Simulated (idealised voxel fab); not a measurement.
The following is a process module called voxel capacitor over wiring.
Displayed cross-section: cut, width of 230 nm, square cells sized 5 nm.
In what follows, cross-sections appear as grids of square cells, described through bands that run from the top down, where every band is one or more rows of cells.
First you get the band's top height and its bottom height, in nm, and then the materials it's made of, left to right, with each width in nm. If you see a single material with "edge to edge", that one covers the band edge to edge. "blank" is empty space.
Ref level 0: as-received wafer is one material below here. Bottom band extends down with no lower bound ("0 down").
Graded width ("30..40"): value in top row of band = first number; value in bottom row = second number; row-to-row change constant.
No cell of the cross-section changed in a step that is given as "no alterations made".
What "Sealed-off cavities" gives you is every empty space of 8 cells or more that is cut off from the top. Each appears as width x height at distance, with the distance taken from the left edge and width, height and distance all in nm.
What comes after the settings on a step's line is commentary from the simulator itself on that step.
Each step line may optionally specify "overlay nm", which for a step with a mask gives the rightward distance between the mask's planned place and where it lay, a negative value indicating the leftward direction.

[Planned process steps]
1,RECEIVE [material Si]
2,CONFORMAL_DEP [material SiO2] [thk nm 15]
3,DIRECTIONAL_DEP [material TiN] [thk nm 5]
4,DIRECTIONAL_DEP [material Ru] [thk nm 15]
5,PATTERN [tone cover] [mask id METAL_1] [material resist] [width nm 25] [pitch nm 80] [thk nm 20] [overlay nm 0]
6,DIRECTIONAL_ETCH [etch materials Ru] [depth nm 15]
7,DIRECTIONAL_ETCH [etch materials TiN] [depth nm 5]
8,STRIP [etch materials resist]
9,FILL_DEP [material lowk] [thk nm 10]
10,CMP [height nm 35]
11,CONFORMAL_DEP [material SiCN] [thk nm 5]
12,DIRECTIONAL_DEP [material lowk] [thk nm 20]
13,DIRECTIONAL_DEP [material aC] [thk nm 10]
14,PATTERN [tone open] [mask id PLUG_1] [material resist] [width nm 15] [thk nm 30] [overlay nm 0]
15,DIRECTIONAL_ETCH [etch materials aC] [depth nm 10]
16,STRIP [etch materials resist]
17,DIRECTIONAL_ETCH [etch materials lowk] [depth nm 20]
18,DIRECTIONAL_ETCH [etch materials SiCN] [depth nm 5]
19,STRIP [etch materials aC]
20,CONFORMAL_DEP [material TiN] [thk nm 5]
21,FILL_DEP [material Ru] [thk nm 5]
22,CMP [height nm 60]
23,DIRECTIONAL_DEP [material TiN] [thk nm 10]
24,DIRECTIONAL_DEP [material Al2O3] [thk nm 5]
25,DIRECTIONAL_DEP [material TiN] [thk nm 5]
26,MASKED_ETCH [tone cover] [mask id UPPER_PLATE] [width nm 60] [etch materials TiN] [depth nm 5] [overlay nm 0]
27,MASKED_ETCH [tone cover] [mask id UPPER_PLATE] [width nm 60] [etch materials Al2O3] [depth nm 5] [overlay nm 0]
28,MASKED_ETCH [tone cover] [mask id LOWER_PLATE] [width nm 70] [etch materials TiN] [depth nm 10] [overlay nm 0]
29,FILL_DEP [material SiO2] [thk nm 15]
30,CMP [height nm 90]
31,DIRECTIONAL_DEP [material aC] [thk nm 10]
32,PATTERN [tone open] [mask id PLUG_2] [material resist] [width nm 15] [thk nm 25] [overlay nm 0]
33,DIRECTIONAL_ETCH [etch materials aC] [depth nm 10]
34,STRIP [etch materials resist]
35,DIRECTIONAL_ETCH [etch materials SiO2] [depth nm 10]
36,STRIP [etch materials aC]
37,CONFORMAL_DEP [material TiN] [thk nm 5]
38,FILL_DEP [material Ru] [thk nm 5]
39,CMP [height nm 90]
40,CONFORMAL_DEP [material SiCN] [thk nm 5]

[Cross-section of the wafer upon arrival, representing the state reached after step 1]
  0 down | Si edge to edge
  Sealed-off cavities: none

[Post-module cross-section: identical start and plan to those above, one misstep in execution]
  95 to 90 | SiCN edge to edge
  90 to 85 | SiO2 80 | TiN 5 | Ru 5 | TiN 5 | SiO2 135
  85 to 75 | SiO2 80..70 | TiN 15..60 | SiO2 135..100
  75 to 70 | SiO2 70 | Al2O3 60 | SiO2 100
  70 to 60 | SiO2 65 | TiN 70 | SiO2 95
  60 to 40 | lowk 70 | TiN 5 | Ru 5 | TiN 5 | lowk 145
  40 to 35 | SiCN 70 | TiN 15 | SiCN 145
  35 to 30 | lowk 60 | TiN 25 | lowk 55 | TiN 25 | lowk 65
  30 to 0 | SiO2 edge to edge
  0 down | Si edge to edge
  Sealed-off cavities: none
Against the plan, the run slipped here: step 2 of the plan was executed twice over
